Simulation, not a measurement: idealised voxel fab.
Presented below is a process module, voxel self aligned contacts.
FYI the section here is cut, 160 nm wide, cells are 5 nm squares.
The cross-sections in this document take the form of a grid made of square cells. They are written out as bands, in order from top to bottom. Each band consists of one or more rows of cells. Band entry format. Leading values: height of top, height of bottom, nm. Remainder: materials in left-to-right order, each with its width in nm. Special words: "all across" on a single material, which then fills the band edge to edge; "empty", empty space. The level at which height equals 0 is the one under which the wafer, as it arrives, is entirely one material. No lower edge exists for the bottom band, which continues downward and is notated as in "0 down". Read "30 to 40" as a graded width: first number on top, second number at the bottom, same change between each pair of neighbouring rows. Where the words "nothing changed" appear for a step, the cross-section shows no cell changed by that step; every cell remained as before. "Enclosed void list": empty spaces of 8 cells or more with no open way to the top, each given as width x height at distance, distance from the left edge, all in nm. What comes after the settings on a step's line is commentary from the simulator itself on that step. Each step line may optionally specify "overlay nm", which for a step with a mask gives the rightward distance between the mask's planned place and where it lay, a negative value indicating the leftward direction.
Here's what the planned process steps look like
step 1: RECEIVE with material Si
step 2: CONFORMAL_DEP with material SiO2, thk nm 5
step 3: DIRECTIONAL_DEP with material polySi, thk nm 30
step 4: DIRECTIONAL_DEP with material SiN, thk nm 20
step 5: MASKED_ETCH with tone cover, mask id GATE, width nm 30, pitch nm 60, etch materials SiN, depth nm 20, overlay nm 0
step 6: MASKED_ETCH with tone cover, mask id GATE, width nm 30, pitch nm 60, etch materials polySi, depth nm 30, overlay nm 0
step 7: CONFORMAL_DEP with material SiN, thk nm 5
step 8: DIRECTIONAL_ETCH with etch materials SiN, depth nm 5
step 9: FILL_DEP with material SiO2, thk nm 20
step 10: CMP with height nm 65
step 11: DIRECTIONAL_DEP with material aC, thk nm 10
step 12: PATTERN with tone open, mask id CONTACT, material resist, width nm 40, thk nm 25, overlay nm 0
step 13: DIRECTIONAL_ETCH with etch materials aC, depth nm 10
step 14: STRIP with etch materials resist
step 15: DIRECTIONAL_ETCH with etch materials SiO2, depth nm 65
step 16: STRIP with etch materials aC
step 17: CONFORMAL_DEP with material TiN, thk nm 5
step 18: FILL_DEP with material Ru, thk nm 5
step 19: CMP with height nm 65
step 20: CONFORMAL_DEP with material SiCN, thk nm 5
Run as planned: first of two wafers
Wafer at receipt (post step 1), cross-section
0 down  Si all across
Enclosed void list: none
Wafer section view after processing step 2
5 to 0  SiO2 all across
All layers under 0 are left as they were.
Wafer section view after processing step 3
35 to 5  polySi all across
All layers under 5 are left as they were.
Wafer section view after processing step 4
55 to 35  SiN all across
All layers under 35 are left as they were.
Wafer section view after processing step 5
55 to 35  empty 35 | SiN 30 | empty 30 | SiN 30 | empty 35
All layers under 35 are left as they were.
Wafer section view after processing step 6
55 to 35  empty 35 | SiN 30 | empty 30 | SiN 30 | empty 35
35 to 5  empty 35 | polySi 30 | empty 30 | polySi 30 | empty 35
All layers under 5 are left as they were.
Wafer section view after processing step 7
60 to 35  empty 30 | SiN 40 | empty 20 | SiN 40 | empty 30
35 to 10  empty 30 | SiN 5 | polySi 30 | SiN 5 | empty 20 | SiN 5 | polySi 30 | SiN 5 | empty 30
10 to 5  SiN 35 | polySi 30 | SiN 30 | polySi 30 | SiN 35
All layers under 5 are left as they were.
Wafer section view after processing step 8
55 to 35  empty 30 | SiN 40 | empty 20 | SiN 40 | empty 30
35 to 5  empty 30 | SiN 5 | polySi 30 | SiN 5 | empty 20 | SiN 5 | polySi 30 | SiN 5 | empty 30
All layers under 5 are left as they were.
Wafer section view after processing step 9
75 to 55  SiO2 all across
55 to 35  SiO2 30 | SiN 40 | SiO2 20 | SiN 40 | SiO2 30
35 to 5  SiO2 30 | SiN 5 | polySi 30 | SiN 5 | SiO2 20 | SiN 5 | polySi 30 | SiN 5 | SiO2 30
All layers under 5 are left as they were.
Wafer section view after processing step 10
65 to 55  SiO2 all across
All layers under 55 are left as they were.
Wafer section view after processing step 11
75 to 65  aC all across
All layers under 65 are left as they were.
Wafer section view after processing step 12
100 to 75  resist 60 | empty 40 | resist 60
All layers under 75 are left as they were.
Wafer section view after processing step 13
90 to 75  resist 60 | empty 40 | resist 60
75 to 65  aC 60 | empty 40 | aC 60
All layers under 65 are left as they were.
Wafer section view after processing step 14
75 to 65  aC 60 | empty 40 | aC 60
All layers under 65 are left as they were.
Wafer section view after processing step 15
75 to 65  aC 60 | empty 40 | aC 60
65 to 55  SiO2 60 | empty 40 | SiO2 60
55 to 35  SiO2 30 | SiN 40 | empty 20 | SiN 40 | SiO2 30
35 to 5  SiO2 30 | SiN 5 | polySi 30 | SiN 5 | empty 20 | SiN 5 | polySi 30 | SiN 5 | SiO2 30
5 to 0  SiO2 70 | empty 20 | SiO2 70
All layers under 0 are left as they were.
Wafer section view after processing step 16
65 to 55  SiO2 60 | empty 40 | SiO2 60
All layers under 55 are left as they were.
Wafer section view after processing step 17
70 to 65  TiN 65 | empty 30 | TiN 65
65 to 55  SiO2 60 | TiN 5 to 15 | empty 30 to 10 | TiN 5 to 15 | SiO2 60
55 to 35  SiO2 30 | SiN 40 | TiN 5 | empty 10 | TiN 5 | SiN 40 | SiO2 30
35 to 5  SiO2 30 | SiN 5 | polySi 30 | SiN 5 | TiN 5 | empty 10 | TiN 5 | SiN 5 | polySi 30 | SiN 5 | SiO2 30
5 to 0  SiO2 70 | TiN 20 | SiO2 70
All layers under 0 are left as they were.
Wafer section view after processing step 18
75 to 70  Ru all across
70 to 65  TiN 65 | Ru 30 | TiN 65
65 to 55  SiO2 60 | TiN 5 to 15 | Ru 30 to 10 | TiN 5 to 15 | SiO2 60
55 to 35  SiO2 30 | SiN 40 | TiN 5 | Ru 10 | TiN 5 | SiN 40 | SiO2 30
35 to 5  SiO2 30 | SiN 5 | polySi 30 | SiN 5 | TiN 5 | Ru 10 | TiN 5 | SiN 5 | polySi 30 | SiN 5 | SiO2 30
All layers under 5 are left as they were.
Wafer section view after processing step 19
65 to 55  SiO2 60 | TiN 5 to 15 | Ru 30 to 10 | TiN 5 to 15 | SiO2 60
All layers under 55 are left as they were.
Wafer section view after processing step 20
70 to 65  SiCN all across
All layers under 65 are left as they were.
Second wafer. Start and plan as for the first. One mistake made in running. Agrees with the first up to and including step 1
Second wafer: cross-section at the scheduled end of step 2
30 to 0  polySi all across
All layers under 0 are left as they were.
Second wafer: cross-section at the scheduled end of step 3
35 to 30  SiO2 all across
All layers under 30 are left as they were.
Second wafer: cross-section at the scheduled end of step 4
55 to 35  SiN all across
All layers under 35 are left as they were.
Second wafer: cross-section at the scheduled end of step 5
55 to 35  empty 35 | SiN 30 | empty 30 | SiN 30 | empty 35
All layers under 35 are left as they were.
Second wafer: cross-section at the scheduled end of step 6: nothing changed
Second wafer: cross-section at the scheduled end of step 7
60 to 40  empty 30 | SiN 40 | empty 20 | SiN 40 | empty 30
40 to 35  SiN all across
All layers under 35 are left as they were.
Second wafer: cross-section at the scheduled end of step 8
55 to 35  empty 30 | SiN 40 | empty 20 | SiN 40 | empty 30
All layers under 35 are left as they were.
Second wafer: cross-section at the scheduled end of step 9
75 to 55  SiO2 all across
55 to 35  SiO2 30 | SiN 40 | SiO2 20 | SiN 40 | SiO2 30
All layers under 35 are left as they were.
Second wafer: cross-section at the scheduled end of step 10
65 to 55  SiO2 all across
All layers under 55 are left as they were.
Second wafer: cross-section at the scheduled end of step 11
75 to 65  aC all across
All layers under 65 are left as they were.
Second wafer: cross-section at the scheduled end of step 12
100 to 75  resist 60 | empty 40 | resist 60
All layers under 75 are left as they were.
Second wafer: cross-section at the scheduled end of step 13
90 to 75  resist 60 | empty 40 | resist 60
75 to 65  aC 60 | empty 40 | aC 60
All layers under 65 are left as they were.
Second wafer: cross-section at the scheduled end of step 14
75 to 65  aC 60 | empty 40 | aC 60
All layers under 65 are left as they were.
Second wafer: cross-section at the scheduled end of step 15
75 to 65  aC 60 | empty 40 | aC 60
65 to 55  SiO2 60 | empty 40 | SiO2 60
55 to 35  SiO2 30 | SiN 40 | empty 20 | SiN 40 | SiO2 30
35 to 30  SiO2 70 | empty 20 | SiO2 70
All layers under 30 are left as they were.
Second wafer: cross-section at the scheduled end of step 16
65 to 55  SiO2 60 | empty 40 | SiO2 60
All layers under 55 are left as they were.
Second wafer: cross-section at the scheduled end of step 17
70 to 65  TiN 65 | empty 30 | TiN 65
65 to 55  SiO2 60 | TiN 5 to 15 | empty 30 to 10 | TiN 5 to 15 | SiO2 60
55 to 35  SiO2 30 | SiN 40 | TiN 5 | empty 10 | TiN 5 | SiN 40 | SiO2 30
35 to 30  SiO2 70 | TiN 20 | SiO2 70
All layers under 30 are left as they were.
Second wafer: cross-section at the scheduled end of step 18
75 to 70  Ru all across
70 to 65  TiN 65 | Ru 30 | TiN 65
65 to 55  SiO2 60 | TiN 5 to 15 | Ru 30 to 10 | TiN 5 to 15 | SiO2 60
55 to 35  SiO2 30 | SiN 40 | TiN 5 | Ru 10 | TiN 5 | SiN 40 | SiO2 30
All layers under 35 are left as they were.
Second wafer: cross-section at the scheduled end of step 19
65 to 55  SiO2 60 | TiN 5 to 15 | Ru 30 to 10 | TiN 5 to 15 | SiO2 60
All layers under 55 are left as they were.
Second wafer: cross-section at the scheduled end of step 20
70 to 65  SiCN all across
All layers under 65 are left as they were.
Here's what went sideways: plan vs actual: 2 and 3 interchanged
Materials where the second wafer ends with more or fewer cells than the first: 12 fewer of Ru; 24 fewer of SiN; 72 fewer of SiO2; 12 fewer of TiN; 120 more of polySi
